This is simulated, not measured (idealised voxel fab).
You're looking at the process module voxel air gaps.
FYI the section here is cut, 220 nm wide, cells are 5 nm squares.
A cross-section in this document is a grid of square cells, and it is written down as bands, the top band listed before the ones below it; a band is made up of one or more rows of cells. Look at the band entry: it leads with the top's height and the bottom's height in nm. Then it lists the materials left to right, with a width in nm for each. The word "everywhere" on a single material says that material fills the band edge to edge. The word "air" is empty space. Beneath 0, the wafer as received is one material, and that level is where height counting begins. The lowest band goes on downward without a bottom; it is written like "0 nm and below". A width given as "30->40" starts at the first number in the band's top row and ends at the second number in its bottom row, shifting by an equal amount at every step from row to row. "no alterations made" for a step: no cell of the cross-section changed in that step. Entry "Closed void list" = empty spaces >= 8 cells with no open way to the top; each as width x height at distance, distance from left edge, all nm. after a step's settings: what the simulator itself notes on the step. A step line may carry the setting "overlay nm", which, for steps involving a mask, states the distance by which the mask lay to the right of its intended position; negative values denote displacement to the left.

The following list gives the planned process steps:
1. op RECEIVE | material Si
2. op CONFORMAL_DEP | material SiO2 | thk nm 15
3. op CONFORMAL_DEP | material SiN | thk nm 5
4. op DIRECTIONAL_DEP | material SiO2 | thk nm 35
5. op DIRECTIONAL_DEP | material aC | thk nm 15
6. op PATTERN | tone open | mask id LINES | material resist | width nm 20 | pitch nm 50 | thk nm 30 | overlay nm -10
7. op DIRECTIONAL_ETCH | etch materials aC | depth nm 15
8. op STRIP | etch materials resist
9. op DIRECTIONAL_ETCH | etch materials SiO2 | depth nm 35
10. op STRIP | etch materials aC
11. op CONFORMAL_DEP | material TiN | thk nm 5
12. op FILL_DEP | material W | thk nm 10
13. op CMP | height nm 55
14. op EPI | material Ru | thk nm 10
15. op SELECTIVE_ETCH | etch materials SiO2 | depth nm 45
16. op CONFORMAL_DEP | material SiCN | thk nm 5
Same starting wafers, different overlay nm at step 6. Plan value belongs to the first wafer.

Step 1 complete: as-received cross-section of the first of several wafers:
0 nm and below  Si everywhere
Closed void list: none

Basically each wafer gets a line in the table, showing it at the end of the module: material by material, the cells it gained (+) or lost (-) since we got it, then its closed voids:
overlay nm -10; +64 Ru; +148 SiCN; +44 SiN; +132 SiO2; +64 TiN; +48 W; Closed void list: 10 x 25 at 0; 20 x 25 at 40; 20 x 25 at 90; 20 x 25 at 140
overlay nm -5; +64 Ru; +148 SiCN; +44 SiN; +132 SiO2; +64 TiN; +48 W; Closed void list: 20 x 25 at 45; 20 x 25 at 95; 20 x 25 at 145
overlay nm 0; +64 Ru; +148 SiCN; +44 SiN; +132 SiO2; +64 TiN; +48 W; Closed void list: 20 x 25 at 50; 20 x 25 at 100; 20 x 25 at 150
overlay nm 5; +64 Ru; +148 SiCN; +44 SiN; +132 SiO2; +64 TiN; +48 W; Closed void list: 20 x 25 at 55; 20 x 25 at 105; 20 x 25 at 155
overlay nm 10; +64 Ru; +148 SiCN; +44 SiN; +132 SiO2; +64 TiN; +48 W; Closed void list: 20 x 25 at 60; 20 x 25 at 110; 20 x 25 at 160; 10 x 25 at 210
